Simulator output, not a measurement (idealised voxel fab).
The process module presented herein is designated voxel gate over fins.
Cross-sectional view cut (width: 205 nm; square cell size: 5 nm).
If you're reading a cross-section in this doc, picture square cells in a grid; it comes to you as bands, top ones listed first down to the bottom, and a band can be one or more rows of cells.
In this notation a band is specified by the heights of its top and bottom, in that order and in nm, after which its materials appear from left to right, each paired with its width in nm. The word "edge to edge" attached to a single material means that material fills the band from edge to edge; the word "empty" stands for empty space.
The reference from which all heights are counted is 0, the level beneath which the as-received wafer is entirely one material; the lowest band, having no lower bound, proceeds downward and is written after the example "0 nm and below".
You'd read "30 to 40" like this: the band's top row of cells is as wide as the first number, its bottom row is as wide as the second, and going down, every row changes width by the same amount as the row before did.
"remains unaltered" (step): cross-section cells unchanged, all of them.
"Encapsulated voids" - sealed voids, min. 8 cells, no opening to top; format: width x height at distance (distance from left edge; nm throughout).
Post-settings text on a step line: simulator's own remark regarding the step.
Each step line may optionally specify "overlay nm", which for a step with a mask gives the rightward distance between the mask's planned place and where it lay, a negative value indicating the leftward direction.
Planned process steps:
step 1: op RECEIVE | material Si
step 2: op CONFORMAL_DEP | material SiN | thk nm 5
step 3: op DIRECTIONAL_DEP | material aC | thk nm 15
step 4: op PATTERN | tone cover | mask id FINS | material resist | width nm 15 | pitch nm 40 | thk nm 30 | overlay nm 0
step 5: op DIRECTIONAL_ETCH | etch materials aC | depth nm 15
step 6: op STRIP | etch materials resist
step 7: op DIRECTIONAL_ETCH | etch materials SiN | depth nm 5
step 8: op DIRECTIONAL_ETCH | etch materials Si | depth nm 30
step 9: op STRIP | etch materials aC
step 10: op FILL_DEP | material SiO2 | thk nm 10
step 11: op CMP | height nm 5
step 12: op SELECTIVE_ETCH | etch materials SiO2 | depth nm 20
step 13: op STRIP | etch materials SiN
step 14: op CONFORMAL_DEP | material HfO2 | thk nm 5
step 15: op CONFORMAL_DEP | material TiN | thk nm 5
step 16: op CONFORMAL_DEP | material TiAl | thk nm 5
step 17: op CONFORMAL_DEP | material TiN | thk nm 5
step 18: op FILL_DEP | material W | thk nm 10
step 19: op CMP | height nm 25
step 20: op CONFORMAL_DEP | material SiCN | thk nm 5
It is noted that the wafers described herein are identical at the outset and are distinguished by the width nm of step 4; the value stated in the plan corresponds to the first wafer.
Cross-section of the first of several received wafers, showing its state after step 1:
> 0 nm and below = Si edge to edge
> Encapsulated voids: none
Rows = wafers. At module end, each row lists per material the cells gained (+) or lost (-) since the wafer was received, then the closed voids:
width nm 15 | +65 HfO2 | -174 Si | +41 SiCN | +87 SiO2 | +56 TiAl | +112 TiN | +59 W | Encapsulated voids: none
width nm 20 | +65 HfO2 | -150 Si | +41 SiCN | +75 SiO2 | +47 TiAl | +112 TiN | +56 W | Encapsulated voids: none
width nm 25 | +65 HfO2 | -126 Si | +41 SiCN | +63 SiO2 | +47 TiAl | +103 TiN | +53 W | Encapsulated voids: none
